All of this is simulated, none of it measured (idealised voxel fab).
process module | voxel self aligned vias
cross-section cut | 285 nm wide | cells 5 nm
A cross-section is a grid of square cells, given in bands from the top down. A band is one or more rows of cells.
Each band's line starts with the height of the band's top and of its bottom, in nm. Then come its materials from left to right, each with its width in nm. One material with "throughout" fills the band from edge to edge. "air" is empty space.
Height 0 is the level under which the wafer as received is all one material. The lowest band goes on downwards, as in "0 down".
A width such as "30 to 40" changes by the same amount from each row of cells to the next, from the band's top row to its bottom row.
"no change" after a step means that no cell of the cross-section changed.
closed voids: empty space of 8 cells or more with no open way to the top, each as width x height at its distance from the left edge, in nm
after a step's settings: what the simulator itself notes on the step
overlay nm, on a step with a mask: how far to the right of its planned place the mask lay; to the left if negative
plan
1 op RECEIVE | material Si
2 op CONFORMAL_DEP | material SiO2 | thk nm 10
3 op CONFORMAL_DEP | material SiCN | thk nm 5
4 op DIRECTIONAL_DEP | material SiO2 | thk nm 25
5 op DIRECTIONAL_DEP | material aC | thk nm 10
6 op PATTERN | tone open | mask id LINES | material resist | width nm 30 | pitch nm 75 | thk nm 30 | overlay nm 0
7 op DIRECTIONAL_ETCH | etch materials aC | depth nm 10
8 op STRIP | etch materials resist
9 op DIRECTIONAL_ETCH | etch materials SiO2 | depth nm 25
10 op STRIP | etch materials aC
11 op CONFORMAL_DEP | material TiN | thk nm 5
12 op FILL_DEP | material Ru | thk nm 10
13 op CMP | height nm 40
14 op SELECTIVE_ETCH | etch materials W Ru TiN | depth nm 10
15 op FILL_DEP | material SiN | thk nm 10
16 op CMP | height nm 40
17 op DIRECTIONAL_DEP | material SiO2 | thk nm 15
18 op PATTERN | tone open | mask id VIAS | material resist | width nm 50 | thk nm 15 | overlay nm 0
19 op DIRECTIONAL_ETCH | etch materials SiO2 | depth nm 15
20 op DIRECTIONAL_ETCH | etch materials SiN | depth nm 10
21 op STRIP | etch materials resist
22 op CONFORMAL_DEP | material TiN | thk nm 5
23 op FILL_DEP | material Ru | thk nm 10
24 op CMP | height nm 55
25 op CONFORMAL_DEP | material SiCN | thk nm 5
as received, after step 1
  0 down: Si throughout
  closed voids: none
a wafer at the end: this start, this plan, one mistake
  60 to 55: SiCN throughout
  55 to 45: SiO2 80 | TiN 5 | Ru 40 | TiN 5 | SiO2 155
  45 to 40: SiO2 80 | TiN 10 | Ru 30 | TiN 10 | SiO2 155
  40 to 35: SiO2 85 | TiN 5 | Ru 30 | TiN 5 | SiO2 35 | SiN 40 | SiO2 85
  35 to 30: SiO2 85 | TiN 40 | SiO2 35 | SiN 40 | SiO2 85
  30 to 20: SiO2 85 | TiN 5 | Ru 30 | TiN 5 | SiO2 35 | TiN 5 | Ru 30 | TiN 5 | SiO2 85
  20 to 15: SiO2 85 | TiN 40 | SiO2 35 | TiN 40 | SiO2 85
  15 to 10: SiCN throughout
  10 to 0: SiO2 throughout
  0 down: Si throughout
  closed voids: none
what went wrong: step 6 ran as: op PATTERN | tone open | mask id LINES | material resist | width nm 40 | pitch nm 75 | thk nm 30 | overlay nm 0
